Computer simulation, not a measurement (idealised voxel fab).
The document below concerns the process module designated voxel air gaps.
Square cells of 5 nm make up the cross-section cut, whose width is 240 nm.
Throughout this document, each cross-section is represented as a grid of square cells and is presented as a sequence of bands enumerated from the top downward, where a band comprises one or more rows of cells. The band entry comprises the height of the band's top followed by the height of its bottom, expressed in nm, and subsequently the band's materials from left to right, each stated together with its width in nm. Where a single material is marked with the word "all across", that material fills the band from edge to edge. The word "air" represents empty space. Note: height 0 marks the level under which the wafer is uniformly one material as received. Lowest band unbounded below, written "0 down". The width entry "30->40" should be interpreted row by row: the top row of cells in the band takes the first number, the bottom row takes the second number, and the change between adjacent rows is uniform throughout. Key: "remained unchanged" - step with no changed cell in the cross-section. Listed in "Enclosed internal cavities": every empty space of 8 or more cells without an open way to the top. Form: width x height at distance, the distance being from the left edge, all in nm. Anything after a step's settings on that line? It's the simulator's own note about the step. Among the settings permitted on a step's line is "overlay nm"; applied to a step with a mask, it specifies the extent to which the mask lay to the right of its planned position, whereas a negative figure signifies a position to the left.

STEPS IN THE PROCESS PLAN
| 1 | RECEIVE (material Si) |
| 2 | CONFORMAL_DEP (material SiO2; thk nm 10) |
| 3 | CONFORMAL_DEP (material SiCN; thk nm 5) |
| 4 | DIRECTIONAL_DEP (material SiO2; thk nm 40) |
| 5 | MASKED_ETCH (tone open; mask id LINES; width nm 15; pitch nm 45; etch materials SiO2; depth nm 40; overlay nm 0) |
| 6 | CONFORMAL_DEP (material TiN; thk nm 5) |
| 7 | FILL_DEP (material Cu; thk nm 10) |
| 8 | CMP (height nm 55) |
| 9 | EPI (material Ru; thk nm 10) |
| 10 | SELECTIVE_ETCH (etch materials SiO2; depth nm 50) |
| 11 | CONFORMAL_DEP (material SiCN; thk nm 5) |

CROSS-SECTION OF THE INCOMING WAFER, STATE AFTER STEP 1
	0 down: Si all across
	Enclosed internal cavities: none

SECTIONED VIEW, FIRST OF TWO WAFERS, AT THE CLOSE OF THE MODULE, PROCESSED AS INTENDED IN THE PLAN
	70 to 65: air=30  SiCN=180  air=30
	65 to 55: air=30  SiCN=5  Ru=35  SiCN=10  Ru=35  SiCN=10  Ru=35  SiCN=10  Ru=35  SiCN=5  air=30
	55 to 50: air=30  SiCN=15  TiN=5  Cu=5  TiN=5  SiCN=30  TiN=5  Cu=5  TiN=5  SiCN=30  TiN=5  Cu=5  TiN=5  SiCN=30  TiN=5  Cu=5  TiN=5  SiCN=15  air=30
	50 to 20: air=40  SiCN=5  TiN=5  Cu=5  TiN=5  SiCN=5  air=20  SiCN=5  TiN=5  Cu=5  TiN=5  SiCN=5  air=20  SiCN=5  TiN=5  Cu=5  TiN=5  SiCN=5  air=20  SiCN=5  TiN=5  Cu=5  TiN=5  SiCN=5  air=40
	20 to 15: SiCN=45  TiN=15  SiCN=30  TiN=15  SiCN=30  TiN=15  SiCN=30  TiN=15  SiCN=45
	15 to 10: SiCN all across
	10 to 0: SiO2 all across
	0 down: Si all across
	Enclosed internal cavities: 20 x 30 at 65; 20 x 30 at 110; 20 x 30 at 155

HERE IS THE SECOND OF THE TWO WAFERS CUT OPEN AT THE END OF THE MODULE - SAME START, SAME PLAN AS THE FIRST ONE, BUT WE MADE ONE MISTAKE RUNNING IT
	70 to 65: air=30  SiCN=180  air=30
	65 to 55: air=30  SiCN=5  Ru=35  SiCN=10  Ru=35  SiCN=10  Ru=35  SiCN=10  Ru=35  SiCN=5  air=30
	55 to 50: air=30  SiCN=15  TiN=5  Cu=5  TiN=5  SiCN=30  TiN=5  Cu=5  TiN=5  SiCN=30  TiN=5  Cu=5  TiN=5  SiCN=30  TiN=5  Cu=5  TiN=5  SiCN=15  air=30
	50 to 20: air=40  SiCN=5  TiN=5  Cu=5  TiN=5  SiCN=5  air=20  SiCN=5  TiN=5  Cu=5  TiN=5  SiCN=5  air=20  SiCN=5  TiN=5  Cu=5  TiN=5  SiCN=5  air=20  SiCN=5  TiN=5  Cu=5  TiN=5  SiCN=5  air=40
	20 to 15: SiCN=45  TiN=15  SiCN=30  TiN=15  SiCN=30  TiN=15  SiCN=30  TiN=15  SiCN=45
	15 to 10: SiCN all across
	10 to 0: Ru all across
	0 down: Si all across
	Enclosed internal cavities: 20 x 30 at 65; 20 x 30 at 110; 20 x 30 at 155
So what did we get wrong on this run? step 2 ran as: CONFORMAL_DEP (material Ru; thk nm 10)
Final difference in cells, second wafer against first, listed per material as more or fewer: Ru +96 | SiO2 -96
